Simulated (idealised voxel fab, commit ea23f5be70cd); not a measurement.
Presented below is a process module, voxel released beams.
The figure presents cross-section cut, which has a width of 175 nm and is divided into square cells with an edge length of 5 nm.
Throughout this document, each cross-section is represented as a grid of square cells and is presented as a sequence of bands enumerated from the top downward, where a band comprises one or more rows of cells. Quick guide to a band line: top height, bottom height (nm) up front; then every material left to right with its width in nm. Only one material and it's marked "full width"? Then it fills the band edge to edge. And "air" just means empty space. Heights are reckoned from 0. Under this level, the received wafer is all of one material. The bottommost band is open-ended downward, for example "0 nm and below". Quick explanation for "30..40": the width changes in equal steps down the rows of cells, from the first number in the band's top row to the second number in its bottom row. No cell of the cross-section changed in a step that is given as "remained unchanged". The entry titled "Enclosed void list" provides the empty spaces that have no open way to the top, restricted to those of 8 cells or more. Each is presented as width x height at distance, the distance being measured from the left edge, with all three in nm. Read whatever lies past the settings on a step's line as the simulator's own remark about the step. You can add "overlay nm" to a step's line. For a step with a mask, it describes how far the mask lay to the right of its planned position, and a negative number describes a lay to the left.

Planned step list for the process
- 1: RECEIVE: material Si
- 2: CONFORMAL_DEP: material SiN, thk nm 5
- 3: DIRECTIONAL_DEP: material SiO2, thk nm 15
- 4: PATTERN: tone open, mask id ANCHOR, material resist, width nm 35, thk nm 15, overlay nm 0
- 5: DIRECTIONAL_ETCH: etch materials SiO2, depth nm 15
- 6: STRIP: etch materials resist
- 7: CONFORMAL_DEP: material W, thk nm 15
- 8: DIRECTIONAL_DEP: material aC, thk nm 10
- 9: PATTERN: tone cover, mask id BEAM, material resist, width nm 120, thk nm 25, overlay nm 0
- 10: DIRECTIONAL_ETCH: etch materials aC, depth nm 10
- 11: STRIP: etch materials resist
- 12: DIRECTIONAL_ETCH: etch materials W, depth nm 15
- 13: STRIP: etch materials aC
- 14: STRIP: etch materials SiO2

Wafer as received: cross-section following step 1
	0 nm and below | Si full width
	Enclosed void list: none

This is how the wafer looks in cross-section once the module is done, given the starting state and plan above and one mistake in carrying the plan out
	35 nm to 20 nm | air: 25 / W: 55 / air: 95
	20 nm to 5 nm | air: 15 / W: 15 / SiO2: 35 / W: 80 / air: 30
	5 nm to 0 nm | SiN full width
	0 nm and below | Si full width
	Enclosed void list: none
What went wrong in running the wafer? step 4 ran differently from the plan; actual operation with settings: PATTERN: tone cover, mask id ANCHOR, material resist, width nm 35, thk nm 15, overlay nm 0
